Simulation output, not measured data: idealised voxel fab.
Process module, titled voxel capacitor over wiring
For reference, the cross-section in this document is cut, with width 265 nm and square cells of 5 nm.
When this document writes out a cross-section, it uses a grid of square cells and lists it as bands, beginning at the top and moving down, with a band standing for one or more rows of cells. Within each band entry, the heights of the top and of the bottom of the band appear first, in that order and in nm; the materials of the band then follow from left to right, each with its corresponding width in nm. The designation "everywhere" on a single material indicates that it fills the band from edge to edge; the designation "blank" indicates empty space. Heights are expressed relative to 0, this being the level below which the as-received wafer comprises one material exclusively. The lowest band is unbounded in the downward direction and is denoted as in "0 nm and below". A two-number width, for instance "30..40", indicates that the width is equal to the first number in the top row of the band and to the second number in the bottom row, and that it changes by a constant amount per row of cells. Step marked "no modification"? Then no cell in the cross-section changed in it. Closed-off voids of 8+ cells (no open route to the top) go in "closed voids", written width x height at distance from the left edge, in nm. That trailing text on a step's line, after the settings, is the simulator's own remark on the step. The "overlay nm" setting may appear on a step's line; for a step that uses a mask, it gives how far to the right of its planned position the mask lay, and a negative value indicates the left.
Listed below are the process steps as planned:
1) RECEIVE [material Si]
2) CONFORMAL_DEP [material SiO2] [thk nm 15]
3) CONFORMAL_DEP [material SiCN] [thk nm 5]
4) DIRECTIONAL_DEP [material SiO2] [thk nm 15]
5) MASKED_ETCH [tone open] [mask id METAL_1] [width nm 25] [pitch nm 85] [etch materials SiO2] [depth nm 15] [overlay nm 0]
6) MASKED_ETCH [tone open] [mask id METAL_1] [width nm 25] [pitch nm 85] [etch materials SiCN] [depth nm 5] [overlay nm 0]
7) CONFORMAL_DEP [material TiN] [thk nm 5]
8) FILL_DEP [material Ru] [thk nm 10]
9) CMP [height nm 35]
10) EPI [material Ru] [thk nm 5]
11) FILL_DEP [material SiCN] [thk nm 5]
12) DIRECTIONAL_DEP [material SiO2] [thk nm 10]
13) PATTERN [tone open] [mask id PLUG_1] [material resist] [width nm 15] [thk nm 20] [overlay nm 0]
14) DIRECTIONAL_ETCH [etch materials SiO2] [depth nm 10]
15) DIRECTIONAL_ETCH [etch materials SiCN] [depth nm 5]
16) STRIP [etch materials resist]
17) CONFORMAL_DEP [material TiN] [thk nm 5]
18) FILL_DEP [material Ru] [thk nm 5]
19) CMP [height nm 55]
20) DIRECTIONAL_DEP [material TiN] [thk nm 10]
21) DIRECTIONAL_DEP [material SiN] [thk nm 5]
22) DIRECTIONAL_DEP [material TiN] [thk nm 10]
23) DIRECTIONAL_DEP [material aC] [thk nm 15]
24) PATTERN [tone cover] [mask id UPPER_PLATE] [material resist] [width nm 65] [thk nm 30] [overlay nm 0]
25) DIRECTIONAL_ETCH [etch materials aC] [depth nm 15]
26) STRIP [etch materials resist]
27) DIRECTIONAL_ETCH [etch materials TiN] [depth nm 10]
28) DIRECTIONAL_ETCH [etch materials SiN] [depth nm 5]
29) STRIP [etch materials aC]
30) DIRECTIONAL_DEP [material aC] [thk nm 10]
31) PATTERN [tone cover] [mask id LOWER_PLATE] [material resist] [width nm 75] [thk nm 30] [overlay nm 0]
32) DIRECTIONAL_ETCH [etch materials aC] [depth nm 10]
33) STRIP [etch materials resist]
34) DIRECTIONAL_ETCH [etch materials TiN] [depth nm 10]
35) STRIP [etch materials aC]
36) FILL_DEP [material SiO2] [thk nm 15]
37) CMP [height nm 90]
38) MASKED_ETCH [tone open] [mask id PLUG_2] [width nm 15] [etch materials SiO2] [depth nm 10] [overlay nm 0]
39) CONFORMAL_DEP [material TiN] [thk nm 5]
40) FILL_DEP [material Ru] [thk nm 10]
41) CMP [height nm 90]
42) CONFORMAL_DEP [material SiCN] [thk nm 5]
Of two wafers, the first: run according to plan:
Cross-section of the wafer as it came to us, i.e., already through step 1:
  0 nm and below  Si everywhere
  closed voids: none
The following cross-section depicts the wafer upon completion of step 2:
  15 nm to 0 nm  SiO2 everywhere
  Rest of section, below 0: as before.
The following cross-section depicts the wafer upon completion of step 3:
  20 nm to 15 nm  SiCN everywhere
  Rest of section, below 15: as before.
The following cross-section depicts the wafer upon completion of step 4:
  35 nm to 20 nm  SiO2 everywhere
  Rest of section, below 20: as before.
The following cross-section depicts the wafer upon completion of step 5:
  35 nm to 20 nm  75 of SiO2 / 25 of blank / 60 of SiO2 / 25 of blank / 80 of SiO2
  Rest of section, below 20: as before.
The following cross-section depicts the wafer upon completion of step 6:
  35 nm to 20 nm  75 of SiO2 / 25 of blank / 60 of SiO2 / 25 of blank / 80 of SiO2
  20 nm to 15 nm  75 of SiCN / 25 of blank / 60 of SiCN / 25 of blank / 80 of SiCN
  Rest of section, below 15: as before.
The following cross-section depicts the wafer upon completion of step 7:
  40 nm to 35 nm  80 of TiN / 15 of blank / 70 of TiN / 15 of blank / 85 of TiN
  35 nm to 20 nm  75 of SiO2 / 5 of TiN / 15 of blank / 5 of TiN / 60 of SiO2 / 5 of TiN / 15 of blank / 5 of TiN / 80 of SiO2
  20 nm to 15 nm  75 of SiCN / 25 of TiN / 60 of SiCN / 25 of TiN / 80 of SiCN
  Rest of section, below 15: as before.
The following cross-section depicts the wafer upon completion of step 8:
  50 nm to 40 nm  Ru everywhere
  40 nm to 35 nm  80 of TiN / 15 of Ru / 70 of TiN / 15 of Ru / 85 of TiN
  35 nm to 20 nm  75 of SiO2 / 5 of TiN / 15 of Ru / 5 of TiN / 60 of SiO2 / 5 of TiN / 15 of Ru / 5 of TiN / 80 of SiO2
  Rest of section, below 20: as before.
The following cross-section depicts the wafer upon completion of step 9:
  35 nm to 20 nm  75 of SiO2 / 5 of TiN / 15 of Ru / 5 of TiN / 60 of SiO2 / 5 of TiN / 15 of Ru / 5 of TiN / 80 of SiO2
  Rest of section, below 20: as before.
The following cross-section depicts the wafer upon completion of step 10:
  40 nm to 35 nm  70 of blank / 35 of Ru / 50 of blank / 35 of Ru / 75 of blank
  Rest of section, below 35: as before.
The following cross-section depicts the wafer upon completion of step 11:
  45 nm to 40 nm  SiCN everywhere
  40 nm to 35 nm  70 of SiCN / 35 of Ru / 50 of SiCN / 35 of Ru / 75 of SiCN
  Rest of section, below 35: as before.
The following cross-section depicts the wafer upon completion of step 12:
  55 nm to 45 nm  SiO2 everywhere
  Rest of section, below 45: as before.
The following cross-section depicts the wafer upon completion of step 13:
  75 nm to 55 nm  85 of resist / 15 of blank / 165 of resist
  Rest of section, below 55: as before.
The following cross-section depicts the wafer upon completion of step 14:
  75 nm to 55 nm  85 of resist / 15 of blank / 165 of resist
  55 nm to 45 nm  85 of SiO2 / 15 of blank / 165 of SiO2
  Rest of section, below 45: as before.
The following cross-section depicts the wafer upon completion of step 15:
  75 nm to 55 nm  85 of resist / 15 of blank / 165 of resist
  55 nm to 45 nm  85 of SiO2 / 15 of blank / 165 of SiO2
  45 nm to 40 nm  85 of SiCN / 15 of blank / 165 of SiCN
  Rest of section, below 40: as before.
The following cross-section depicts the wafer upon completion of step 16:
  55 nm to 45 nm  85 of SiO2 / 15 of blank / 165 of SiO2
  Rest of section, below 45: as before.
The following cross-section depicts the wafer upon completion of step 17:
  60 nm to 55 nm  90 of TiN / 5 of blank / 170 of TiN
  55 nm to 45 nm  85 of SiO2 / 5 of TiN / 5 of blank / 5 of TiN / 165 of SiO2
  45 nm to 40 nm  85 of SiCN / 15 of TiN / 165 of SiCN
  Rest of section, below 40: as before.
The following cross-section depicts the wafer upon completion of step 18:
  65 nm to 60 nm  Ru everywhere
  60 nm to 55 nm  90 of TiN / 5 of Ru / 170 of TiN
  55 nm to 45 nm  85 of SiO2 / 5 of TiN / 5 of Ru / 5 of TiN / 165 of SiO2
  Rest of section, below 45: as before.
The following cross-section depicts the wafer upon completion of step 19:
  55 nm to 45 nm  85 of SiO2 / 5 of TiN / 5 of Ru / 5 of TiN / 165 of SiO2
  Rest of section, below 45: as before.
The following cross-section depicts the wafer upon completion of step 20:
  65 nm to 55 nm  TiN everywhere
  Rest of section, below 55: as before.
The following cross-section depicts the wafer upon completion of step 21:
  70 nm to 65 nm  SiN everywhere
  Rest of section, below 65: as before.
The following cross-section depicts the wafer upon completion of step 22:
  80 nm to 70 nm  TiN everywhere
  Rest of section, below 70: as before.
The following cross-section depicts the wafer upon completion of step 23:
  95 nm to 80 nm  aC everywhere
  Rest of section, below 80: as before.
The following cross-section depicts the wafer upon completion of step 24:
  125 nm to 95 nm  85 of blank / 65 of resist / 115 of blank
  Rest of section, below 95: as before.
The following cross-section depicts the wafer upon completion of step 25:
  110 nm to 95 nm  85 of blank / 65 of resist / 115 of blank
  95 nm to 80 nm  85 of blank / 65 of aC / 115 of blank
  Rest of section, below 80: as before.
The following cross-section depicts the wafer upon completion of step 26:
  95 nm to 80 nm  85 of blank / 65 of aC / 115 of blank
  Rest of section, below 80: as before.
The following cross-section depicts the wafer upon completion of step 27:
  95 nm to 80 nm  85 of blank / 65 of aC / 115 of blank
  80 nm to 70 nm  85 of blank / 65 of TiN / 115 of blank
  Rest of section, below 70: as before.
The following cross-section depicts the wafer upon completion of step 28:
  95 nm to 80 nm  85 of blank / 65 of aC / 115 of blank
  80 nm to 70 nm  85 of blank / 65 of TiN / 115 of blank
  70 nm to 65 nm  85 of blank / 65 of SiN / 115 of blank
  Rest of section, below 65: as before.
The following cross-section depicts the wafer upon completion of step 29:
  80 nm to 70 nm  85 of blank / 65 of TiN / 115 of blank
  Rest of section, below 70: as before.
The following cross-section depicts the wafer upon completion of step 30:
  90 nm to 80 nm  85 of blank / 65 of aC / 115 of blank
  80 nm to 75 nm  85 of blank / 65 of TiN / 115 of blank
  75 nm to 70 nm  85 of aC / 65 of TiN / 115 of aC
  70 nm to 65 nm  85 of aC / 65 of SiN / 115 of aC
  Rest of section, below 65: as before.
The following cross-section depicts the wafer upon completion of step 31:
  120 nm to 90 nm  80 of blank / 75 of resist / 110 of blank
  90 nm to 80 nm  80 of blank / 5 of resist / 65 of aC / 5 of resist / 110 of blank
  80 nm to 75 nm  80 of blank / 5 of resist / 65 of TiN / 5 of resist / 110 of blank
  Rest of section, below 75: as before.
The following cross-section depicts the wafer upon completion of step 32:
  110 nm to 90 nm  80 of blank / 75 of resist / 110 of blank
  90 nm to 80 nm  80 of blank / 5 of resist / 65 of aC / 5 of resist / 110 of blank
  80 nm to 75 nm  80 of blank / 5 of resist / 65 of TiN / 5 of resist / 110 of blank
  75 nm to 70 nm  80 of blank / 5 of aC / 65 of TiN / 5 of aC / 110 of blank
  70 nm to 65 nm  80 of blank / 5 of aC / 65 of SiN / 5 of aC / 110 of blank
  Rest of section, below 65: as before.
The following cross-section depicts the wafer upon completion of step 33:
  90 nm to 80 nm  85 of blank / 65 of aC / 115 of blank
  80 nm to 75 nm  85 of blank / 65 of TiN / 115 of blank
  Rest of section, below 75: as before.
The following cross-section depicts the wafer upon completion of step 34:
  90 nm to 80 nm  85 of blank / 65 of aC / 115 of blank
  80 nm to 75 nm  85 of blank / 65 of TiN / 115 of blank
  75 nm to 70 nm  80 of blank / 5 of aC / 65 of TiN / 5 of aC / 110 of blank
  70 nm to 65 nm  80 of blank / 5 of aC / 65 of SiN / 5 of aC / 110 of blank
  65 nm to 55 nm  80 of blank / 75 of TiN / 110 of blank
  Rest of section, below 55: as before.
The following cross-section depicts the wafer upon completion of step 35:
  80 nm to 70 nm  85 of blank / 65 of TiN / 115 of blank
  70 nm to 65 nm  85 of blank / 65 of SiN / 115 of blank
  Rest of section, below 65: as before.
The following cross-section depicts the wafer upon completion of step 36:
  95 nm to 80 nm  SiO2 everywhere
  80 nm to 70 nm  85 of SiO2 / 65 of TiN / 115 of SiO2
  70 nm to 65 nm  85 of SiO2 / 65 of SiN / 115 of SiO2
  65 nm to 55 nm  80 of SiO2 / 75 of TiN / 110 of SiO2
  Rest of section, below 55: as before.
The following cross-section depicts the wafer upon completion of step 37:
  90 nm to 80 nm  SiO2 everywhere
  Rest of section, below 80: as before.
The following cross-section depicts the wafer upon completion of step 38:
  90 nm to 80 nm  95 of SiO2 / 15 of blank / 155 of SiO2
  Rest of section, below 80: as before.
The following cross-section depicts the wafer upon completion of step 39:
  95 nm to 90 nm  100 of TiN / 5 of blank / 160 of TiN
  90 nm to 85 nm  95 of SiO2 / 5 of TiN / 5 of blank / 5 of TiN / 155 of SiO2
  85 nm to 80 nm  95 of SiO2 / 15 of TiN / 155 of SiO2
  Rest of section, below 80: as before.
The following cross-section depicts the wafer upon completion of step 40:
  105 nm to 95 nm  Ru everywhere
  95 nm to 90 nm  100 of TiN / 5 of Ru / 160 of TiN
  90 nm to 85 nm  95 of SiO2 / 5 of TiN / 5 of Ru / 5 of TiN / 155 of SiO2
  Rest of section, below 85: as before.
The following cross-section depicts the wafer upon completion of step 41:
  90 nm to 85 nm  95 of SiO2 / 5 of TiN / 5 of Ru / 5 of TiN / 155 of SiO2
  Rest of section, below 85: as before.
The following cross-section depicts the wafer upon completion of step 42:
  95 nm to 90 nm  SiCN everywhere
  Rest of section, below 90: as before.
Notes, second wafer: start = first wafer's, plan = first wafer's, execution had one mistake; history identical to first through step 19:
Planned end of step 20: second wafer, cross-section:
  60 nm to 55 nm  SiN everywhere
  Rest of section, below 55: as before.
Planned end of step 21: second wafer, cross-section:
  70 nm to 60 nm  TiN everywhere
  Rest of section, below 60: as before.
Planned end of step 22: second wafer, cross-section:
  80 nm to 60 nm  TiN everywhere
  Rest of section, below 60: as before.
Planned end of step 23: second wafer, cross-section:
  95 nm to 80 nm  aC everywhere
  Rest of section, below 80: as before.
Planned end of step 24: second wafer, cross-section:
  125 nm to 95 nm  85 of blank / 65 of resist / 115 of blank
  Rest of section, below 95: as before.
Planned end of step 25: second wafer, cross-section:
  110 nm to 95 nm  85 of blank / 65 of resist / 115 of blank
  95 nm to 80 nm  85 of blank / 65 of aC / 115 of blank
  Rest of section, below 80: as before.
Planned end of step 26: second wafer, cross-section:
  95 nm to 80 nm  85 of blank / 65 of aC / 115 of blank
  Rest of section, below 80: as before.
Planned end of step 27: second wafer, cross-section:
  95 nm to 80 nm  85 of blank / 65 of aC / 115 of blank
  80 nm to 70 nm  85 of blank / 65 of TiN / 115 of blank
  Rest of section, below 70: as before.
Planned end of step 28: second wafer, cross-section: no modification
Planned end of step 29: second wafer, cross-section:
  80 nm to 70 nm  85 of blank / 65 of TiN / 115 of blank
  Rest of section, below 70: as before.
Planned end of step 30: second wafer, cross-section:
  90 nm to 80 nm  85 of blank / 65 of aC / 115 of blank
  80 nm to 70 nm  85 of aC / 65 of TiN / 115 of aC
  Rest of section, below 70: as before.
Planned end of step 31: second wafer, cross-section:
  120 nm to 90 nm  80 of blank / 75 of resist / 110 of blank
  90 nm to 80 nm  80 of blank / 5 of resist / 65 of aC / 5 of resist / 110 of blank
  Rest of section, below 80: as before.
Planned end of step 32: second wafer, cross-section:
  110 nm to 90 nm  80 of blank / 75 of resist / 110 of blank
  90 nm to 80 nm  80 of blank / 5 of resist / 65 of aC / 5 of resist / 110 of blank
  80 nm to 70 nm  80 of blank / 5 of aC / 65 of TiN / 5 of aC / 110 of blank
  Rest of section, below 70: as before.
Planned end of step 33: second wafer, cross-section:
  90 nm to 80 nm  85 of blank / 65 of aC / 115 of blank
  Rest of section, below 80: as before.
Planned end of step 34: second wafer, cross-section:
  90 nm to 80 nm  85 of blank / 65 of aC / 115 of blank
  80 nm to 70 nm  80 of blank / 5 of aC / 65 of TiN / 5 of aC / 110 of blank
  70 nm to 60 nm  80 of blank / 75 of TiN / 110 of blank
  Rest of section, below 60: as before.
Planned end of step 35: second wafer, cross-section:
  80 nm to 70 nm  85 of blank / 65 of TiN / 115 of blank
  Rest of section, below 70: as before.
Planned end of step 36: second wafer, cross-section:
  95 nm to 80 nm  SiO2 everywhere
  80 nm to 70 nm  85 of SiO2 / 65 of TiN / 115 of SiO2
  70 nm to 60 nm  80 of SiO2 / 75 of TiN / 110 of SiO2
  Rest of section, below 60: as before.
Planned end of step 37: second wafer, cross-section:
  90 nm to 80 nm  SiO2 everywhere
  Rest of section, below 80: as before.
Planned end of step 38: second wafer, cross-section:
  90 nm to 80 nm  95 of SiO2 / 15 of blank / 155 of SiO2
  Rest of section, below 80: as before.
Planned end of step 39: second wafer, cross-section:
  95 nm to 90 nm  100 of TiN / 5 of blank / 160 of TiN
  90 nm to 85 nm  95 of SiO2 / 5 of TiN / 5 of blank / 5 of TiN / 155 of SiO2
  85 nm to 80 nm  95 of SiO2 / 15 of TiN / 155 of SiO2
  Rest of section, below 80: as before.
Planned end of step 40: second wafer, cross-section:
  105 nm to 95 nm  Ru everywhere
  95 nm to 90 nm  100 of TiN / 5 of Ru / 160 of TiN
  90 nm to 85 nm  95 of SiO2 / 5 of TiN / 5 of Ru / 5 of TiN / 155 of SiO2
  Rest of section, below 85: as before.
Planned end of step 41: second wafer, cross-section:
  90 nm to 85 nm  95 of SiO2 / 5 of TiN / 5 of Ru / 5 of TiN / 155 of SiO2
  Rest of section, below 85: as before.
Planned end of step 42: second wafer, cross-section:
  95 nm to 90 nm  SiCN everywhere
  Rest of section, below 90: as before.
Diagnosis: steps 20 and 21 of the plan were each performed in the slot designated for the other
The final cell counts differ between the wafers, with the second having more or fewer of some materials than the first: 40 more of SiN; 40 fewer of SiO2
